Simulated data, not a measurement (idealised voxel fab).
This is a process module. Its name is voxel capacitor over wiring.
Square cells of 5 nm make up the cross-section cut, whose width is 225 nm.
In this document a cross-section is written as a grid of square cells. It is given as a series of bands, listed from the top down, and a band is one or more rows of cells. Within each band entry, the heights of the top and of the bottom of the band appear first, in that order and in nm; the materials of the band then follow from left to right, each with its corresponding width in nm. The designation "full width" on a single material indicates that it fills the band from edge to edge; the designation "air" indicates empty space. The reference from which all heights are counted is 0, the level beneath which the as-received wafer is entirely one material; the lowest band, having no lower bound, proceeds downward and is written after the example "0 -> down". A two-number width, for instance "30->40", indicates that the width is equal to the first number in the top row of the band and to the second number in the bottom row, and that it changes by a constant amount per row of cells. "changes: none", as given for a step, is the statement that not any cell of the cross-section underwent a change during that step. Heads up: "Trapped void list" only lists the empty pockets with no open path to the top that are 8 cells or more, and it writes them as width x height at distance, distance from the left edge, in nm. after a step's settings: what the simulator itself notes on the step. Among the settings permitted on a step's line is "overlay nm"; applied to a step with a mask, it specifies the extent to which the mask lay to the right of its planned position, whereas a negative figure signifies a position to the left.
## Below is the list of planned process steps
1. RECEIVE (material Si)
2. CONFORMAL_DEP (material SiO2; thk nm 15)
3. CONFORMAL_DEP (material SiCN; thk nm 5)
4. DIRECTIONAL_DEP (material SiO2; thk nm 20)
5. PATTERN (tone open; mask id METAL_1; material resist; width nm 30; pitch nm 95; thk nm 15; overlay nm 0)
6. DIRECTIONAL_ETCH (etch materials SiO2; depth nm 20)
7. DIRECTIONAL_ETCH (etch materials SiCN; depth nm 5)
8. STRIP (etch materials resist)
9. CONFORMAL_DEP (material TiN; thk nm 5)
10. FILL_DEP (material Cu; thk nm 10)
11. CMP (height nm 40)
12. EPI (material Ru; thk nm 5)
13. FILL_DEP (material SiCN; thk nm 5)
14. DIRECTIONAL_DEP (material lowk; thk nm 15)
15. MASKED_ETCH (tone open; mask id PLUG_1; width nm 15; etch materials lowk; depth nm 15; overlay nm 0)
16. MASKED_ETCH (tone open; mask id PLUG_1; width nm 15; etch materials SiCN; depth nm 5; overlay nm 0)
17. CONFORMAL_DEP (material TiN; thk nm 5)
18. FILL_DEP (material Ru; thk nm 10)
19. CMP (height nm 65)
20. DIRECTIONAL_DEP (material TiN; thk nm 5)
21. DIRECTIONAL_DEP (material SiN; thk nm 5)
22. DIRECTIONAL_DEP (material TiN; thk nm 10)
23. PATTERN (tone cover; mask id UPPER_PLATE; material resist; width nm 70; thk nm 15; overlay nm 0)
24. DIRECTIONAL_ETCH (etch materials TiN; depth nm 10)
25. DIRECTIONAL_ETCH (etch materials SiN; depth nm 5)
26. STRIP (etch materials resist)
27. PATTERN (tone cover; mask id LOWER_PLATE; material resist; width nm 80; thk nm 20; overlay nm 0)
28. DIRECTIONAL_ETCH (etch materials TiN; depth nm 5)
29. STRIP (etch materials resist)
30. FILL_DEP (material SiO2; thk nm 20)
31. CMP (height nm 100)
32. DIRECTIONAL_DEP (material aC; thk nm 10)
33. PATTERN (tone open; mask id PLUG_2; material resist; width nm 15; thk nm 30; overlay nm 0)
34. DIRECTIONAL_ETCH (etch materials aC; depth nm 10)
35. STRIP (etch materials resist)
36. DIRECTIONAL_ETCH (etch materials SiO2; depth nm 15)
37. STRIP (etch materials aC)
38. CONFORMAL_DEP (material TiN; thk nm 5)
39. FILL_DEP (material W; thk nm 5)
40. CMP (height nm 100)
41. CONFORMAL_DEP (material SiCN; thk nm 5)
## Here's what the wafer looked like in cross-section when it arrived - that's after step 1
> 0 -> down: Si full width
> Trapped void list: none
## Here's the cross-section of the first of our two wafers at the end of the module - it ran as planned
> 105 -> 100: SiCN full width
> 100 -> 90: 75 nm SiO2  5 nm TiN  5 nm W  5 nm TiN  135 nm SiO2
> 90 -> 85: 75 nm SiO2  15 nm TiN  135 nm SiO2
> 85 -> 75: 65 nm SiO2  70 nm TiN  90 nm SiO2
> 75 -> 70: 65 nm SiO2  70 nm SiN  90 nm SiO2
> 70 -> 65: 60 nm SiO2  80 nm TiN  85 nm SiO2
> 65 -> 50: 65 nm lowk  5 nm TiN  5 nm Ru  5 nm TiN  145 nm lowk
> 50 -> 45: 65 nm SiCN  15 nm TiN  145 nm SiCN
> 45 -> 40: 45 nm SiCN  40 nm Ru  55 nm SiCN  40 nm Ru  45 nm SiCN
> 40 -> 20: 50 nm SiO2  5 nm TiN  20 nm Cu  5 nm TiN  65 nm SiO2  5 nm TiN  20 nm Cu  5 nm TiN  50 nm SiO2
> 20 -> 15: 50 nm SiCN  30 nm TiN  65 nm SiCN  30 nm TiN  50 nm SiCN
> 15 -> 0: SiO2 full width
> 0 -> down: Si full width
> Trapped void list: none
## Second wafer cross-section at end of module - shared start and plan with the first, one mistake in the run
> 110 -> 105: SiCN full width
> 105 -> 100: 80 nm TiN  5 nm W  140 nm TiN
> 100 -> 90: 75 nm SiO2  5 nm TiN  5 nm W  5 nm TiN  135 nm SiO2
> 90 -> 85: 75 nm SiO2  15 nm TiN  135 nm SiO2
> 85 -> 75: 65 nm SiO2  70 nm TiN  90 nm SiO2
> 75 -> 70: 65 nm SiO2  70 nm SiN  90 nm SiO2
> 70 -> 65: 60 nm SiO2  80 nm TiN  85 nm SiO2
> 65 -> 50: 65 nm lowk  5 nm TiN  5 nm Ru  5 nm TiN  145 nm lowk
> 50 -> 45: 65 nm SiCN  15 nm TiN  145 nm SiCN
> 45 -> 40: 45 nm SiCN  40 nm Ru  55 nm SiCN  40 nm Ru  45 nm SiCN
> 40 -> 20: 50 nm SiO2  5 nm TiN  20 nm Cu  5 nm TiN  65 nm SiO2  5 nm TiN  20 nm Cu  5 nm TiN  50 nm SiO2
> 20 -> 15: 50 nm SiCN  30 nm TiN  65 nm SiCN  30 nm TiN  50 nm SiCN
> 15 -> 0: SiO2 full width
> 0 -> down: Si full width
> Trapped void list: none
Plan not followed: it should be noted that step 40 was executed with settings other than those planned, the operation and settings actually applied being CMP (height nm 105)
The second wafer ends with more or fewer cells of some materials than the first, per final count: TiN: 44 more, W: 1 more
